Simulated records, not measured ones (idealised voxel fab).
The name of this process module is voxel self aligned vias.
We display cut, a cross-section 265 nm in width whose square cells are each 5 nm.
For the purposes of this document, a cross-section shall be understood as a grid of square cells, specified as bands listed in top-to-bottom order, each band consisting of one or more rows of cells. Heads up on the band format: heights come first, top then bottom, in nm. After that it's the materials left to right, each with its width in nm. A single material flagged "everywhere" fills the whole band edge to edge, and "blank" means there's empty space there. Heights are expressed relative to 0, this being the level below which the as-received wafer comprises one material exclusively. The lowest band is unbounded in the downward direction and is denoted as in "from 0 down". When a width is written as two numbers, as in "30->40", the first number is the width in the top row of cells of the band and the second is the width in its bottom row, and the width changes by the same amount from each row to the next. Step marked "remains unaltered"? Then no cell in the cross-section changed in it. In the "Fully closed voids" entry, you get each enclosed empty space of 8 cells or more, one with no open way to the top, written width x height at distance, distance from the left edge, in nm. On each step's line, the part that comes after the settings is the simulator's own comment on the step. "overlay nm" answers the question of how far to the right of plan the mask lay on a step that has a mask, and when it is negative the answer is to the left.
# Process steps foreseen in the plan
1,RECEIVE, material Si
2,CONFORMAL_DEP, material SiO2, thk nm 15
3,CONFORMAL_DEP, material SiCN, thk nm 5
4,DIRECTIONAL_DEP, material lowk, thk nm 30
5,MASKED_ETCH, tone open, mask id LINES, width nm 25, pitch nm 75, etch materials lowk, depth nm 30, overlay nm 0
6,CONFORMAL_DEP, material TiN, thk nm 5
7,FILL_DEP, material Ru, thk nm 10
8,CMP, height nm 50
9,SELECTIVE_ETCH, etch materials W Ru TiN, depth nm 5
10,FILL_DEP, material SiN, thk nm 10
11,CMP, height nm 50
12,DIRECTIONAL_DEP, material lowk, thk nm 20
13,PATTERN, tone open, mask id VIAS, material resist, width nm 45, thk nm 20, overlay nm 0
14,DIRECTIONAL_ETCH, etch materials lowk, depth nm 20
15,DIRECTIONAL_ETCH, etch materials SiN, depth nm 5
16,STRIP, etch materials resist
17,CONFORMAL_DEP, material TiN, thk nm 5
18,FILL_DEP, material W, thk nm 10
19,CMP, height nm 70
20,CONFORMAL_DEP, material SiN, thk nm 5
# So, the first of our two wafers, run just as we planned it
# Cross-section: wafer on arrival = after step 1
	from 0 down: Si everywhere
	Fully closed voids: none
# Step 2 complete: cross-section through the wafer
	from 15 to 0: SiO2 everywhere
	Unchanged below 0.
# Step 3 complete: cross-section through the wafer
	from 20 to 15: SiCN everywhere
	Unchanged below 15.
# Step 4 complete: cross-section through the wafer
	from 50 to 20: lowk everywhere
	Unchanged below 20.
# Step 5 complete: cross-section through the wafer
	from 50 to 20: lowk 80, then blank 25, then lowk 50, then blank 25, then lowk 85
	Unchanged below 20.
# Step 6 complete: cross-section through the wafer
	from 55 to 50: TiN 85, then blank 15, then TiN 60, then blank 15, then TiN 90
	from 50 to 25: lowk 80, then TiN 5, then blank 15, then TiN 5, then lowk 50, then TiN 5, then blank 15, then TiN 5, then lowk 85
	from 25 to 20: lowk 80, then TiN 25, then lowk 50, then TiN 25, then lowk 85
	Unchanged below 20.
# Step 7 complete: cross-section through the wafer
	from 65 to 55: Ru everywhere
	from 55 to 50: TiN 85, then Ru 15, then TiN 60, then Ru 15, then TiN 90
	from 50 to 25: lowk 80, then TiN 5, then Ru 15, then TiN 5, then lowk 50, then TiN 5, then Ru 15, then TiN 5, then lowk 85
	Unchanged below 25.
# Step 8 complete: cross-section through the wafer
	from 50 to 25: lowk 80, then TiN 5, then Ru 15, then TiN 5, then lowk 50, then TiN 5, then Ru 15, then TiN 5, then lowk 85
	Unchanged below 25.
# Step 9 complete: cross-section through the wafer
	from 50 to 45: lowk 80, then blank 25, then lowk 50, then blank 25, then lowk 85
	Unchanged below 45.
# Step 10 complete: cross-section through the wafer
	from 60 to 50: SiN everywhere
	from 50 to 45: lowk 80, then SiN 25, then lowk 50, then SiN 25, then lowk 85
	Unchanged below 45.
# Step 11 complete: cross-section through the wafer
	from 50 to 45: lowk 80, then SiN 25, then lowk 50, then SiN 25, then lowk 85
	Unchanged below 45.
# Step 12 complete: cross-section through the wafer
	from 70 to 50: lowk everywhere
	Unchanged below 50.
# Step 13 complete: cross-section through the wafer
	from 90 to 70: resist 70, then blank 45, then resist 150
	Unchanged below 70.
# Step 14 complete: cross-section through the wafer
	from 90 to 70: resist 70, then blank 45, then resist 150
	from 70 to 50: lowk 70, then blank 45, then lowk 150
	Unchanged below 50.
# Step 15 complete: cross-section through the wafer
	from 90 to 70: resist 70, then blank 45, then resist 150
	from 70 to 50: lowk 70, then blank 45, then lowk 150
	from 50 to 45: lowk 80, then blank 25, then lowk 50, then SiN 25, then lowk 85
	Unchanged below 45.
# Step 16 complete: cross-section through the wafer
	from 70 to 50: lowk 70, then blank 45, then lowk 150
	Unchanged below 50.
# Step 17 complete: cross-section through the wafer
	from 75 to 70: TiN 75, then blank 35, then TiN 155
	from 70 to 55: lowk 70, then TiN 5, then blank 35, then TiN 5, then lowk 150
	from 55 to 50: lowk 70, then TiN 15, then blank 15, then TiN 15, then lowk 150
	from 50 to 45: lowk 80, then TiN 25, then lowk 50, then SiN 25, then lowk 85
	Unchanged below 45.
# Step 18 complete: cross-section through the wafer
	from 85 to 75: W everywhere
	from 75 to 70: TiN 75, then W 35, then TiN 155
	from 70 to 55: lowk 70, then TiN 5, then W 35, then TiN 5, then lowk 150
	from 55 to 50: lowk 70, then TiN 15, then W 15, then TiN 15, then lowk 150
	Unchanged below 50.
# Step 19 complete: cross-section through the wafer
	from 70 to 55: lowk 70, then TiN 5, then W 35, then TiN 5, then lowk 150
	Unchanged below 55.
# Step 20 complete: cross-section through the wafer
	from 75 to 70: SiN everywhere
	Unchanged below 70.
# Okay, second wafer. Nothing different at the start, nothing different in the plan, just one mistake somewhere in the running. As far as step 4, counting that step, it's the first wafer all over again
# The second wafer in cross-section, at the planned close of step 5
	from 50 to 20: lowk 80, then blank 30, then lowk 45, then blank 30, then lowk 80
	Unchanged below 20.
# The second wafer in cross-section, at the planned close of step 6
	from 55 to 50: TiN 85, then blank 20, then TiN 55, then blank 20, then TiN 85
	from 50 to 25: lowk 80, then TiN 5, then blank 20, then TiN 5, then lowk 45, then TiN 5, then blank 20, then TiN 5, then lowk 80
	from 25 to 20: lowk 80, then TiN 30, then lowk 45, then TiN 30, then lowk 80
	Unchanged below 20.
# The second wafer in cross-section, at the planned close of step 7
	from 65 to 55: Ru everywhere
	from 55 to 50: TiN 85, then Ru 20, then TiN 55, then Ru 20, then TiN 85
	from 50 to 25: lowk 80, then TiN 5, then Ru 20, then TiN 5, then lowk 45, then TiN 5, then Ru 20, then TiN 5, then lowk 80
	Unchanged below 25.
# The second wafer in cross-section, at the planned close of step 8
	from 50 to 25: lowk 80, then TiN 5, then Ru 20, then TiN 5, then lowk 45, then TiN 5, then Ru 20, then TiN 5, then lowk 80
	Unchanged below 25.
# The second wafer in cross-section, at the planned close of step 9
	from 50 to 45: lowk 80, then blank 30, then lowk 45, then blank 30, then lowk 80
	Unchanged below 45.
# The second wafer in cross-section, at the planned close of step 10
	from 60 to 50: SiN everywhere
	from 50 to 45: lowk 80, then SiN 30, then lowk 45, then SiN 30, then lowk 80
	Unchanged below 45.
# The second wafer in cross-section, at the planned close of step 11
	from 50 to 45: lowk 80, then SiN 30, then lowk 45, then SiN 30, then lowk 80
	Unchanged below 45.
# The second wafer in cross-section, at the planned close of step 12
	from 70 to 50: lowk everywhere
	Unchanged below 50.
# The second wafer in cross-section, at the planned close of step 13
	from 90 to 70: resist 70, then blank 45, then resist 150
	Unchanged below 70.
# The second wafer in cross-section, at the planned close of step 14
	from 90 to 70: resist 70, then blank 45, then resist 150
	from 70 to 50: lowk 70, then blank 45, then lowk 150
	Unchanged below 50.
# The second wafer in cross-section, at the planned close of step 15
	from 90 to 70: resist 70, then blank 45, then resist 150
	from 70 to 50: lowk 70, then blank 45, then lowk 150
	from 50 to 45: lowk 80, then blank 30, then lowk 45, then SiN 30, then lowk 80
	Unchanged below 45.
# The second wafer in cross-section, at the planned close of step 16
	from 70 to 50: lowk 70, then blank 45, then lowk 150
	Unchanged below 50.
# The second wafer in cross-section, at the planned close of step 17
	from 75 to 70: TiN 75, then blank 35, then TiN 155
	from 70 to 55: lowk 70, then TiN 5, then blank 35, then TiN 5, then lowk 150
	from 55 to 50: lowk 70, then TiN 15, then blank 20, then TiN 10, then lowk 150
	from 50 to 45: lowk 80, then TiN 30, then lowk 45, then SiN 30, then lowk 80
	Unchanged below 45.
# The second wafer in cross-section, at the planned close of step 18
	from 85 to 75: W everywhere
	from 75 to 70: TiN 75, then W 35, then TiN 155
	from 70 to 55: lowk 70, then TiN 5, then W 35, then TiN 5, then lowk 150
	from 55 to 50: lowk 70, then TiN 15, then W 20, then TiN 10, then lowk 150
	Unchanged below 50.
# The second wafer in cross-section, at the planned close of step 19
	from 70 to 55: lowk 70, then TiN 5, then W 35, then TiN 5, then lowk 150
	Unchanged below 55.
# The second wafer in cross-section, at the planned close of step 20
	from 75 to 70: SiN everywhere
	Unchanged below 70.
Misprocessing identified: note that step 5 departed from the planned setting and was carried out as MASKED_ETCH, tone open, mask id LINES, width nm 30, pitch nm 75, etch materials lowk, depth nm 30, overlay nm 0
Once processing is complete, comparing cell counts shows that the second wafer has more or fewer of certain materials than the first: +8 Ru; +1 SiN; +2 TiN; +1 W; -12 lowk
